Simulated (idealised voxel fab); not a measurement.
process module | voxel ribs on slabs
Section shown: cut. Width: 280 nm. Cell size: 5 nm, square.
We lay out every cross-section as a grid of square cells and spell it out in bands from the top down, where one band means one or more rows of cells. In this notation a band is specified by the heights of its top and bottom, in that order and in nm, after which its materials appear from left to right, each paired with its width in nm. The word "full width" attached to a single material means that material fills the band from edge to edge; the word "empty" stands for empty space. We count height from 0. Below that, the starting wafer is all one material. The lowest band never ends at the bottom but goes on down; see "0 -> down" for how that is written. So if you see something like "30 to 40" for the width, read it as the top row of the band sitting at the first number and the bottom row at the second, with every row in between moving by the same amount as the last. Given "remained unchanged" for a step, no cell of the cross-section differs between before and after that step. So "Enclosed void catalog" is basically the list of trapped voids: any empty space of 8 cells or more that can't reach the top through an opening. They're written width x height at distance, the distance being from the left edge, and it's all nm. Note: text after step settings on the step line = simulator remark on that step. "overlay nm", when on a step's line for a step with a mask, measures how far to the right of its planned place the mask lay; a negative measure means to the left.

These are the steps we planned for the process:
1: RECEIVE,material Si
2: DIRECTIONAL_DEP,material SiO2,thk nm 30
3: DIRECTIONAL_DEP,material SiN,thk nm 20
4: PATTERN,tone cover,mask id RIB,material resist,width nm 15,thk nm 15,overlay nm 0
5: DIRECTIONAL_ETCH,etch materials SiN,depth nm 10
6: STRIP,etch materials resist
7: MASKED_ETCH,tone cover,mask id SLAB,width nm 45,etch materials SiN,depth nm 10,overlay nm 0
8: FILL_DEP,material SiO2,thk nm 20
9: CMP,height nm 60
10: DIRECTIONAL_DEP,material W,thk nm 5
11: MASKED_ETCH,tone cover,mask id HEATER,width nm 25,etch materials W,depth nm 5,overlay nm 0
12: CONFORMAL_DEP,material SiO2,thk nm 5

As-received wafer cross-section (after step 1):
  0 -> down = Si full width
  Enclosed void catalog: none

Looking at the first of two wafers in cross-section at end of module - ran to plan:
  70 -> 65 = empty: 120  SiO2: 35  empty: 125
  65 -> 60 = SiO2: 125  W: 25  SiO2: 130
  60 -> 50 = SiO2 full width
  50 -> 40 = SiO2: 130  SiN: 15  SiO2: 135
  40 -> 30 = SiO2: 115  SiN: 45  SiO2: 120
  30 -> 0 = SiO2 full width
  0 -> down = Si full width
  Enclosed void catalog: none

Now the second wafer, cross-sectioned at the end of the module. Nothing different at the start, nothing different in the plan compared with the first, just one mistake when it was actually run:
  70 -> 65 = empty: 120  SiO2: 35  empty: 125
  65 -> 60 = SiO2: 125  W: 25  SiO2: 130
  60 -> 20 = SiO2 full width
  20 -> 0 = SiN full width
  0 -> down = Si full width
  Enclosed void catalog: none
what went wrong: steps 2 and 3 traded places in the executed sequence
It is noted that, at the conclusion of processing, the second wafer exhibits a higher or lower cell count for certain materials relative to the first: +200 SiN | -200 SiO2
